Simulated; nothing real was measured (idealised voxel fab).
process module | voxel gate over fins
cross-section cut | 280 nm wide | cells 5 nm
A cross-section is a grid of square cells, given in bands from the top down. A band is one or more rows of cells.
Each band's line starts with the height of the band's top and of its bottom, in nm. Then come its materials from left to right, each with its width in nm. One material with "throughout" fills the band from edge to edge. "air" is empty space.
Height 0 is the level under which the wafer as received is all one material. The lowest band goes on downwards, as in "0 down".
A width such as "30 to 40" changes by the same amount from each row of cells to the next, from the band's top row to its bottom row.
"no change" after a step means that no cell of the cross-section changed.
closed voids: empty space of 8 cells or more with no open way to the top, each as width x height at its distance from the left edge, in nm
after a step's settings: what the simulator itself notes on the step
overlay nm, on a step with a mask: how far to the right of its planned place the mask lay; to the left if negative
plan
1 op RECEIVE | material Si
2 op CONFORMAL_DEP | material SiN | thk nm 10
3 op DIRECTIONAL_DEP | material aC | thk nm 10
4 op PATTERN | tone cover | mask id FINS | material resist | width nm 15 | pitch nm 60 | thk nm 25 | overlay nm 0
5 op DIRECTIONAL_ETCH | etch materials aC | depth nm 10
6 op STRIP | etch materials resist
7 op DIRECTIONAL_ETCH | etch materials SiN | depth nm 10
8 op DIRECTIONAL_ETCH | etch materials Si | depth nm 30
9 op STRIP | etch materials aC
10 op OXIDIZE | depth nm 5
11 op FILL_DEP | material SiO2 | thk nm 5
12 op CMP | height nm 10
13 op PATTERN | tone open | mask id RAIL | material resist | width nm 15 | thk nm 20 | overlay nm 0
14 op DIRECTIONAL_ETCH | etch materials SiO2 | depth nm 35
15 op STRIP | etch materials resist
16 op CONFORMAL_DEP | material TiN | thk nm 5
17 op FILL_DEP | material W | thk nm 10
18 op CMP | height nm 10
19 op SELECTIVE_ETCH | etch materials W Ru TiN | depth nm 30
20 op FILL_DEP | material SiO2 | thk nm 5
21 op CMP | height nm 10
22 op SELECTIVE_ETCH | etch materials SiO2 | depth nm 25
23 op STRIP | etch materials SiN
24 op CONFORMAL_DEP | material HfO2 | thk nm 5
25 op CONFORMAL_DEP | material TiN | thk nm 5
26 op FILL_DEP | material W | thk nm 15
27 op CMP | height nm 20
28 op CONFORMAL_DEP | material SiCN | thk nm 10
as received, after step 1
  0 down: Si throughout
  closed voids: none
first wafer at the end, as planned
  30 to 20: SiCN throughout
  20 to 10: W throughout
  10 to 5: W 65 | TiN 25 | W 35 | TiN 25 | W 35 | TiN 25 | W 70
  5 to 0: W 65 | TiN 5 | HfO2 15 | TiN 5 | W 35 | TiN 5 | HfO2 15 | TiN 5 | W 35 | TiN 5 | HfO2 15 | TiN 5 | W 70
  0 to -5: W 65 | TiN 5 | HfO2 5 | Si 5 | HfO2 5 | TiN 5 | W 35 | TiN 5 | HfO2 5 | Si 5 | HfO2 5 | TiN 5 | W 35 | TiN 5 | HfO2 5 | Si 5 | HfO2 5 | TiN 5 | W 70
  -5 to -10: TiN 70 | HfO2 5 | Si 5 | HfO2 5 | TiN 45 | HfO2 5 | Si 5 | HfO2 5 | TiN 45 | HfO2 5 | Si 5 | HfO2 5 | TiN 75
  -10 to -15: HfO2 75 | Si 5 | HfO2 55 | Si 5 | HfO2 55 | Si 5 | HfO2 80
  -15 to -20: SiO2 75 | Si 5 | SiO2 55 | Si 5 | SiO2 55 | Si 5 | SiO2 80
  -20 to -25: SiO2 75 | Si 5 | SiO2 20 | TiN 15 | SiO2 20 | Si 5 | SiO2 55 | Si 5 | SiO2 80
  -25 to -35: SiO2 75 | Si 5 | SiO2 55 | Si 5 | SiO2 55 | Si 5 | SiO2 80
  -35 down: Si throughout
  closed voids: none
second wafer at the end: like start, like plan, one mistake
  30 to 20: SiCN throughout
  20 to 10: W throughout
  10 to 5: W 65 | HfO2 25 | W 35 | HfO2 25 | W 35 | HfO2 25 | W 70
  5 to 0: W 65 | HfO2 5 | TiN 15 | HfO2 5 | W 35 | HfO2 5 | TiN 15 | HfO2 5 | W 35 | HfO2 5 | TiN 15 | HfO2 5 | W 70
  0 to -5: W 65 | HfO2 5 | TiN 5 | Si 5 | TiN 5 | HfO2 5 | W 35 | HfO2 5 | TiN 5 | Si 5 | TiN 5 | HfO2 5 | W 35 | HfO2 5 | TiN 5 | Si 5 | TiN 5 | HfO2 5 | W 70
  -5 to -10: HfO2 70 | TiN 5 | Si 5 | TiN 5 | HfO2 45 | TiN 5 | Si 5 | TiN 5 | HfO2 45 | TiN 5 | Si 5 | TiN 5 | HfO2 75
  -10 to -15: TiN 75 | Si 5 | TiN 55 | Si 5 | TiN 55 | Si 5 | TiN 80
  -15 to -20: SiO2 75 | Si 5 | SiO2 55 | Si 5 | SiO2 55 | Si 5 | SiO2 80
  -20 to -25: SiO2 75 | Si 5 | SiO2 20 | TiN 15 | SiO2 20 | Si 5 | SiO2 55 | Si 5 | SiO2 80
  -25 to -35: SiO2 75 | Si 5 | SiO2 55 | Si 5 | SiO2 55 | Si 5 | SiO2 80
  -35 down: Si throughout
  closed voids: none
what went wrong: steps 24 and 25 were swapped
at the end the second wafer has, in cells: as many of each material as the first, in other places
